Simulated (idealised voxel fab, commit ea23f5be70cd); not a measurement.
Process module, titled voxel local oxidation
It is cross-section cut that appears here, measuring 205 nm in width, its square cells being 5 nm in size.
Notation: cross-section as square-cell grid; stated in bands, top first, going down; one or more cell rows per band. Look at the band entry: it leads with the top's height and the bottom's height in nm. Then it lists the materials left to right, with a width in nm for each. The word "everywhere" on a single material says that material fills the band edge to edge. The word "air" is empty space. Convention: height 0 is the level below which the wafer, as received, is all one material. The lowest band does not terminate at the bottom but continues downward, represented as "0 and below". Note: "30..40" means the width goes from the first number (top row of the band) to the second number (bottom row) in equal steps per row of cells. Any step labelled "left unchanged" changed none of the cells in the cross-section. Closed empty spaces (no open way to the top) of 8 cells or more are what "Non-vented voids" lists, each as width x height at distance from the left edge, nm for all three. If you see something after the settings on a step's line, that's the simulator's own remark about that step. overlay nm: where the mask lay relative to plan, measured to the right, on steps with a mask; negatives go left.
-- Below is the list of planned process steps
1 RECEIVE with material Si
2 CONFORMAL_DEP with material SiO2, thk nm 5
3 CONFORMAL_DEP with material SiN, thk nm 15
4 DIRECTIONAL_DEP with material aC, thk nm 10
5 PATTERN with tone cover, mask id ACTIVE, material resist, width nm 90, thk nm 30, overlay nm 0
6 DIRECTIONAL_ETCH with etch materials aC, depth nm 10
7 STRIP with etch materials resist
8 DIRECTIONAL_ETCH with etch materials SiN, depth nm 15
9 STRIP with etch materials aC
10 SELECTIVE_ETCH with etch materials SiO2, depth nm 5
11 OXIDIZE with depth nm 15
12 STRIP with etch materials SiN
-- Wafer as received: cross-section following step 1
> 0 and below: Si everywhere
> Non-vented voids: none
-- Cross-section taken at module completion on the first of two wafers; processed per the plan
> 5 down to 0: 60 air, 80 SiO2, 65 air
> 0 down to -15: 75 SiO2, 50 Si, 80 SiO2
> -15 and below: Si everywhere
> Non-vented voids: none
-- Module end: cross-section of wafer two of two. Same start and process plan as the first wafer. One mistake during execution
> 5 down to 0: 65 air, 75 SiO2, 65 air
> 0 down to -15: 80 SiO2, 45 Si, 80 SiO2
> -15 and below: Si everywhere
> Non-vented voids: none
Against the plan, the run slipped here: note that step 5 departed from the planned setting and was carried out as PATTERN with tone cover, mask id ACTIVE, material resist, width nm 85, thk nm 30, overlay nm 0
Once processing is complete, comparing cell counts shows that the second wafer has more or fewer of certain materials than the first: Si -3 | SiO2 +2
